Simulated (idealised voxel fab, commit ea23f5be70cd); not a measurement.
Name of the process module below: voxel wiring stack
This is section cut - it's 205 nm across, gridded in 5 nm square cells.
A cross-section in this document is a grid of square cells, and it is written down as bands, the top band listed before the ones below it; a band is made up of one or more rows of cells. A band entry consists of two parts. The first gives the height of the band's top and the height of its bottom, in nm. The rest lists the band's materials from left to right, each with its width in nm. A single material labelled with the word "throughout" fills the band from edge to edge, and the word "air" marks empty space. Height reference: 0 = level under which incoming wafer is all one material. Lowest band: no bottom, runs on downward, e.g. "0 -> down". A width given as "30 to 40" starts at the first number in the band's top row and ends at the second number in its bottom row, shifting by an equal amount at every step from row to row. When a step is marked "stayed the same", none of the cells in the cross-section changed during that step. "Cavities, sealed" means: voids of 8 cells or more that are shut off from the top with no open way through. Written width x height at distance, distance from the left edge, in nm. Whatever follows a step's settings on its line is a remark the simulator itself makes about that step. On any step carrying a mask, the "overlay nm" setting, if present on the step's line, tells how far right of its planned place the mask lay; negative values point to the left.

The following list gives the planned process steps
1) RECEIVE,material Si
2) CONFORMAL_DEP,material SiO2,thk nm 10
3) DIRECTIONAL_DEP,material TiN,thk nm 5
4) DIRECTIONAL_DEP,material W,thk nm 20
5) PATTERN,tone cover,mask id METAL_1,material resist,width nm 30,pitch nm 50,thk nm 20,overlay nm 0
6) DIRECTIONAL_ETCH,etch materials W,depth nm 20
7) DIRECTIONAL_ETCH,etch materials TiN,depth nm 5
8) STRIP,etch materials resist
9) FILL_DEP,material SiO2,thk nm 10
10) CMP,height nm 35
11) CONFORMAL_DEP,material SiCN,thk nm 5
12) DIRECTIONAL_DEP,material lowk,thk nm 30
13) PATTERN,tone open,mask id METAL_2_HOLES,material resist,width nm 15,pitch nm 50,thk nm 20,overlay nm 0
14) DIRECTIONAL_ETCH,etch materials lowk,depth nm 30
15) STRIP,etch materials resist
16) PATTERN,tone open,mask id METAL_2,material resist,width nm 30,pitch nm 50,thk nm 15,overlay nm 0
17) DIRECTIONAL_ETCH,etch materials lowk,depth nm 15
18) DIRECTIONAL_ETCH,etch materials SiCN,depth nm 5
19) STRIP,etch materials resist
20) CONFORMAL_DEP,material TiN,thk nm 5
21) FILL_DEP,material Ru,thk nm 5
22) CMP,height nm 70
23) CONFORMAL_DEP,material SiCN,thk nm 5
24) DIRECTIONAL_DEP,material SiO2,thk nm 25
25) PATTERN,tone open,mask id METAL_3_HOLES,material resist,width nm 15,pitch nm 50,thk nm 20,overlay nm 0
26) DIRECTIONAL_ETCH,etch materials SiO2,depth nm 25
27) STRIP,etch materials resist
28) DIRECTIONAL_DEP,material aC,thk nm 15
29) PATTERN,tone open,mask id METAL_3,material resist,width nm 30,pitch nm 50,thk nm 35,overlay nm 0
30) DIRECTIONAL_ETCH,etch materials aC,depth nm 15
31) STRIP,etch materials resist
32) DIRECTIONAL_ETCH,etch materials SiO2,depth nm 15
33) DIRECTIONAL_ETCH,etch materials SiCN,depth nm 5
34) STRIP,etch materials aC
35) CONFORMAL_DEP,material TiN,thk nm 5
36) FILL_DEP,material Cu,thk nm 10
37) CMP,height nm 100
38) CONFORMAL_DEP,material SiCN,thk nm 5
39) DIRECTIONAL_DEP,material lowk,thk nm 35
40) DIRECTIONAL_DEP,material aC,thk nm 15
41) PATTERN,tone open,mask id METAL_4,material resist,width nm 30,pitch nm 50,thk nm 30,overlay nm 0
42) DIRECTIONAL_ETCH,etch materials aC,depth nm 15
43) STRIP,etch materials resist
44) DIRECTIONAL_ETCH,etch materials lowk,depth nm 20
45) STRIP,etch materials aC
46) PATTERN,tone open,mask id METAL_4_HOLES,material resist,width nm 15,pitch nm 50,thk nm 20,overlay nm 0
47) DIRECTIONAL_ETCH,etch materials lowk,depth nm 15
48) DIRECTIONAL_ETCH,etch materials SiCN,depth nm 5
49) STRIP,etch materials resist
50) CONFORMAL_DEP,material TiN,thk nm 5
51) FILL_DEP,material Ru,thk nm 5
52) CMP,height nm 140
53) CONFORMAL_DEP,material SiCN,thk nm 5

Step 1 complete: cross-section of the wafer as received
> 0 -> down = Si throughout
> Cavities, sealed: none

a wafer at the end: this start, this plan, one mistake
> 145 -> 140 = SiCN throughout
> 140 -> 125 = 60 lowk  5 TiN  20 Ru  5 TiN  20 lowk  5 TiN  20 Ru  5 TiN  65 lowk
> 125 -> 120 = 60 lowk  5 TiN  5 Ru  20 TiN  20 lowk  5 TiN  5 Ru  20 TiN  65 lowk
> 120 -> 105 = 60 lowk  5 TiN  5 Ru  5 TiN  35 lowk  5 TiN  5 Ru  5 TiN  80 lowk
> 105 -> 100 = 60 SiCN  15 TiN  35 SiCN  15 TiN  80 SiCN
> 100 -> 90 = 60 SiO2  5 TiN  20 Cu  5 TiN  20 SiO2  5 TiN  20 Cu  5 TiN  65 SiO2
> 90 -> 85 = 60 SiO2  5 TiN  5 Cu  20 TiN  20 SiO2  5 TiN  5 Cu  20 TiN  65 SiO2
> 85 -> 75 = 60 SiO2  5 TiN  5 Cu  5 TiN  35 SiO2  5 TiN  5 Cu  5 TiN  80 SiO2
> 75 -> 70 = 60 SiCN  15 TiN  35 SiCN  15 TiN  80 SiCN
> 70 -> 60 = 60 lowk  5 TiN  20 Ru  5 TiN  20 lowk  5 TiN  20 Ru  5 TiN  65 lowk
> 60 -> 55 = 60 lowk  5 TiN  5 Ru  20 TiN  20 lowk  5 TiN  5 Ru  20 TiN  65 lowk
> 55 -> 40 = 60 lowk  5 TiN  5 Ru  5 TiN  35 lowk  5 TiN  5 Ru  5 TiN  80 lowk
> 40 -> 35 = 60 SiCN  15 TiN  35 SiCN  15 TiN  80 SiCN
> 35 -> 30 = SiO2 throughout
> 30 -> 10 = 60 SiO2  30 W  20 SiO2  30 W  65 SiO2
> 10 -> 0 = SiO2 throughout
> 0 -> down = Si throughout
> Cavities, sealed: none
In executing the process, a mistake was made relative to the plan: step 3 was dropped from the plan's execution and never run
